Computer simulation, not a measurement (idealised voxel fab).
Process module heading - voxel double patterning
Pictured: cross-section cut, 180 nm wide, on a grid of 5 nm square cells.
We lay out every cross-section as a grid of square cells and spell it out in bands from the top down, where one band means one or more rows of cells. Top height, bottom height, nm. Materials left to right, width each, nm. Single material + "full width" = fills band edge to edge. "air" = empty. All heights in this document are referenced to 0, defined as the level beneath which the wafer, as received, consists entirely of one material. The lowest band is not bounded below; it extends indefinitely downward and is written in the form "top 0, no bottom". A two-number width, for instance "30 to 40", indicates that the width is equal to the first number in the top row of the band and to the second number in the bottom row, and that it changes by a constant amount per row of cells. "changes: none" after a step means that no cell of the cross-section changed. This entry, "Closed void table", enumerates those empty regions of no fewer than 8 cells that possess no open connection to the top. Each region is reported in the form width x height at distance, the distance being taken from the left edge, with all three quantities expressed in nm. What comes after the settings on a step's line is commentary from the simulator itself on that step. The line of a step may include "overlay nm". On a step with a mask, this value is how far to the right of its planned place the mask lay. A negative value means the mask lay to the left.

Set out below are the planned steps of the process:
1) RECEIVE [material Si]
2) CONFORMAL_DEP [material SiO2] [thk nm 10]
3) DIRECTIONAL_DEP [material W] [thk nm 20]
4) DIRECTIONAL_DEP [material SiN] [thk nm 5]
5) PATTERN [tone open] [mask id FIRST] [material resist] [width nm 15] [pitch nm 50] [thk nm 15] [overlay nm 0]
6) DIRECTIONAL_ETCH [etch materials SiN] [depth nm 5]
7) STRIP [etch materials resist]
8) DIRECTIONAL_DEP [material aC] [thk nm 15]
9) PATTERN [tone open] [mask id SECOND] [material resist] [width nm 15] [pitch nm 50] [thk nm 30] [overlay nm -15]
10) DIRECTIONAL_ETCH [etch materials aC] [depth nm 15]
11) STRIP [etch materials resist]
12) DIRECTIONAL_ETCH [etch materials SiN] [depth nm 5]
13) STRIP [etch materials aC]
14) DIRECTIONAL_ETCH [etch materials W] [depth nm 20]
15) STRIP [etch materials SiN]
Where the wafers of this document differ is in the overlay nm of step 9; they start out the same, and the plan states the value that applied to the first wafer.

Cut through the first of several wafers as received, post step 1:
  top 0, no bottom = Si full width
  Closed void table: none

After the module's final step, step 15: the first of several wafers in cross-section:
  top 30, bottom 10 = W 30 / air 25 / W 25 / air 25 / W 25 / air 15 / W 35
  top 10, bottom 0 = SiO2 full width
  top 0, no bottom = Si full width
  Closed void table: none

Final wafer cross-section at module end:
  top 30, bottom 10 = W 30 / air 15 / W 25 / air 25 / W 25 / air 25 / W 35
  top 10, bottom 0 = SiO2 full width
  top 0, no bottom = Si full width
  Closed void table: none

Below is a per-wafer table. In it, each row describes the wafer at the end of the module by giving, for each material, the number of cells gained (+) or lost (-) since the wafer was received, and after that the closed voids of the wafer:
overlay nm -15; +72 SiO2; +92 W; Closed void table: none
overlay nm -10; +72 SiO2; +84 W; Closed void table: none
overlay nm -5; +72 SiO2; +84 W; Closed void table: none
overlay nm 0; +72 SiO2; +84 W; Closed void table: none
overlay nm 5; +72 SiO2; +84 W; Closed void table: none
overlay nm 10; +72 SiO2; +84 W; Closed void table: none
overlay nm 15; +72 SiO2; +92 W; Closed void table: none
